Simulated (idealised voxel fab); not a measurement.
Process module name: voxel capacitor over wiring
This is section cut - it's 165 nm across, gridded in 5 nm square cells.
Cross-section format: a grid of square cells, given as bands from top to bottom; each band is one or more rows of cells.
First you get the band's top height and its bottom height, in nm, and then the materials it's made of, left to right, with each width in nm. If you see a single material with "edge to edge", that one covers the band edge to edge. "air" is empty space.
Heights are reckoned from 0. Under this level, the received wafer is all of one material. The bottommost band is open-ended downward, for example "0 down".
The notation "30->40" denotes a width that varies across the rows of cells in the band, beginning at the first number in the top row, finishing at the second number in the bottom row, and changing by an identical amount from each row to the next.
"same as before" -> step changed no cross-section cell.
Listed in "Closed void roster": every empty space of 8 or more cells without an open way to the top. Form: width x height at distance, the distance being from the left edge, all in nm.
Past the settings on a step's line: simulator remark, on that step.
Among the settings permitted on a step's line is "overlay nm"; applied to a step with a mask, it specifies the extent to which the mask lay to the right of its planned position, whereas a negative figure signifies a position to the left.
The steps planned for the process are as follows:
1 RECEIVE,material Si
2 CONFORMAL_DEP,material SiO2,thk nm 15
3 CONFORMAL_DEP,material SiN,thk nm 5
4 DIRECTIONAL_DEP,material SiO2,thk nm 25
5 PATTERN,tone open,mask id METAL_1,material resist,width nm 15,pitch nm 75,thk nm 20,overlay nm 0
6 DIRECTIONAL_ETCH,etch materials SiO2,depth nm 25
7 DIRECTIONAL_ETCH,etch materials SiN,depth nm 5
8 STRIP,etch materials resist
9 CONFORMAL_DEP,material TiN,thk nm 5
10 FILL_DEP,material Ru,thk nm 5
11 CMP,height nm 45
12 EPI,material Ru,thk nm 5
13 FILL_DEP,material SiCN,thk nm 5
14 DIRECTIONAL_DEP,material SiO2,thk nm 20
15 MASKED_ETCH,tone open,mask id PLUG_1,width nm 15,etch materials SiO2,depth nm 20,overlay nm 0
16 MASKED_ETCH,tone open,mask id PLUG_1,width nm 15,etch materials SiCN,depth nm 5,overlay nm 0
17 EPI,material Ru,thk nm 10
18 EPI,material Ru,thk nm 10
19 EPI,material Ru,thk nm 5
20 DIRECTIONAL_DEP,material TiN,thk nm 5
21 DIRECTIONAL_DEP,material SiN,thk nm 5
22 DIRECTIONAL_DEP,material TiN,thk nm 5
23 DIRECTIONAL_DEP,material aC,thk nm 15
24 PATTERN,tone cover,mask id UPPER_PLATE,material resist,width nm 60,thk nm 30,overlay nm 0
25 DIRECTIONAL_ETCH,etch materials aC,depth nm 15
26 STRIP,etch materials resist
27 DIRECTIONAL_ETCH,etch materials TiN,depth nm 5
28 DIRECTIONAL_ETCH,etch materials SiN,depth nm 5
29 STRIP,etch materials aC
30 MASKED_ETCH,tone cover,mask id LOWER_PLATE,width nm 70,etch materials TiN,depth nm 5,overlay nm 0
31 FILL_DEP,material SiO2,thk nm 20
32 CMP,height nm 105
33 DIRECTIONAL_DEP,material aC,thk nm 15
34 PATTERN,tone open,mask id PLUG_2,material resist,width nm 15,thk nm 35,overlay nm 0
35 DIRECTIONAL_ETCH,etch materials aC,depth nm 15
36 STRIP,etch materials resist
37 DIRECTIONAL_ETCH,etch materials SiO2,depth nm 15
38 STRIP,etch materials aC
39 CONFORMAL_DEP,material TiN,thk nm 5
40 FILL_DEP,material Ru,thk nm 5
41 CMP,height nm 105
42 CONFORMAL_DEP,material SiN,thk nm 5
Across this set of wafers, the varied parameter is the width nm of step 5. Starting conditions are identical for every wafer, and the plan reports the value assigned to the first wafer.
Cross-section of the first of several wafers on receipt, reflecting completion of step 1:
	0 down  Si edge to edge
	Closed void roster: none
For your reference, the table is organized with a row per wafer; each row reflects the wafer at the end of the module, indicating for each material the cells gained (+) or lost (-) since receipt, and thereafter its closed voids:
width nm 15, +37 Ru, +53 SiCN, +72 SiN, +505 SiO2, +59 TiN, Closed void roster: none
width nm 20, +49 Ru, +51 SiCN, +70 SiN, +495 SiO2, +61 TiN, Closed void roster: none
width nm 25, +61 Ru, +49 SiCN, +68 SiN, +485 SiO2, +63 TiN, Closed void roster: none
width nm 30, +73 Ru, +47 SiCN, +66 SiN, +475 SiO2, +65 TiN, Closed void roster: none
width nm 35, +85 Ru, +45 SiCN, +64 SiN, +465 SiO2, +67 TiN, Closed void roster: none
